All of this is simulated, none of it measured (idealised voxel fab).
process module | voxel fin reveal
cross-section cut | 260 nm wide | cells 5 nm
A cross-section is a grid of square cells, given in bands from the top down. A band is one or more rows of cells.
Each band's line starts with the height of the band's top and of its bottom, in nm. Then come its materials from left to right, each with its width in nm. One material with "throughout" fills the band from edge to edge. "air" is empty space.
Height 0 is the level under which the wafer as received is all one material. The lowest band goes on downwards, as in "0 down".
A width such as "30 to 40" changes by the same amount from each row of cells to the next, from the band's top row to its bottom row.
"no change" after a step means that no cell of the cross-section changed.
closed voids: empty space of 8 cells or more with no open way to the top, each as width x height at its distance from the left edge, in nm
after a step's settings: what the simulator itself notes on the step
overlay nm, on a step with a mask: how far to the right of its planned place the mask lay; to the left if negative
plan
1 op RECEIVE | material Si
2 op CONFORMAL_DEP | material SiN | thk nm 5
3 op PATTERN | tone cover | mask id FINS | material resist | width nm 15 | pitch nm 40 | thk nm 20 | overlay nm 0
4 op DIRECTIONAL_ETCH | etch materials SiN | depth nm 5
5 op DIRECTIONAL_ETCH | etch materials Si | depth nm 30
6 op STRIP | etch materials resist
7 op OXIDIZE | depth nm 5
8 op FILL_DEP | material SiO2 | thk nm 15
9 op CMP | height nm 5
10 op SELECTIVE_ETCH | etch materials SiO2 | depth nm 15
11 op STRIP | etch materials SiN
12 op CONFORMAL_DEP | material HfO2 | thk nm 5
varied across the wafers: width nm of step 3. The plan shows the first wafer's value. All wafers start alike
first wafer as received, after step 1
  0 down: Si throughout
  closed voids: none
each wafer at the end: cells of each material gained (+) or lost (-) since it was received, then its closed voids
width nm 15 | +64 HfO2 | -343 Si | +245 SiO2 | closed voids: none
width nm 20 | +64 HfO2 | -322 Si | +230 SiO2 | closed voids: none
width nm 25 | +64 HfO2 | -301 Si | +215 SiO2 | closed voids: none
